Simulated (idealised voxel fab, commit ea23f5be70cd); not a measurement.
process module | voxel lift off
cross-section cut | 205 nm wide | cells 5 nm
A cross-section is a grid of square cells, given in bands from the top down. A band is one or more rows of cells.
Each band's line starts with the height of the band's top and of its bottom, in nm. Then come its materials from left to right, each with its width in nm. One material with "throughout" fills the band from edge to edge. "air" is empty space.
Height 0 is the level under which the wafer as received is all one material. The lowest band goes on downwards, as in "0 down".
A width such as "30 to 40" changes by the same amount from each row of cells to the next, from the band's top row to its bottom row.
"no change" after a step means that no cell of the cross-section changed.
closed voids: empty space of 8 cells or more with no open way to the top, each as width x height at its distance from the left edge, in nm
after a step's settings: what the simulator itself notes on the step
overlay nm, on a step with a mask: how far to the right of its planned place the mask lay; to the left if negative
plan
1 op RECEIVE | material Si
2 op CONFORMAL_DEP | material SiN | thk nm 15
3 op PATTERN | tone open | mask id LINES | material resist | width nm 15 | pitch nm 40 | thk nm 25 | overlay nm 0
4 op DIRECTIONAL_DEP | material Ru | thk nm 15
5 op STRIP | etch materials resist
6 op CONFORMAL_DEP | material SiN | thk nm 10
as received, after step 1
  0 down: Si throughout
  closed voids: none
first wafer at the end, as planned
  40 to 30: air 45 | SiN 35 | air 5 | SiN 35 | air 5 | SiN 35 | air 45
  30 to 25: air 45 | SiN 10 | Ru 15 | SiN 10 | air 5 | SiN 10 | Ru 15 | SiN 10 | air 5 | SiN 10 | Ru 15 | SiN 10 | air 45
  25 to 15: SiN 55 | Ru 15 | SiN 25 | Ru 15 | SiN 25 | Ru 15 | SiN 55
  15 to 0: SiN throughout
  0 down: Si throughout
  closed voids: none
second wafer at the end: like start, like plan, one mistake
  40 to 30: SiN throughout
  30 to 15: Ru 55 | SiN 15 | Ru 25 | SiN 15 | Ru 25 | SiN 15 | Ru 55
  15 to 0: SiN throughout
  0 down: Si throughout
  closed voids: none
what went wrong: step 3 ran as: op PATTERN | tone cover | mask id LINES | material resist | width nm 15 | pitch nm 40 | thk nm 25 | overlay nm 0
at the end the second wafer has, in cells: 69 more of Ru | 9 fewer of SiN
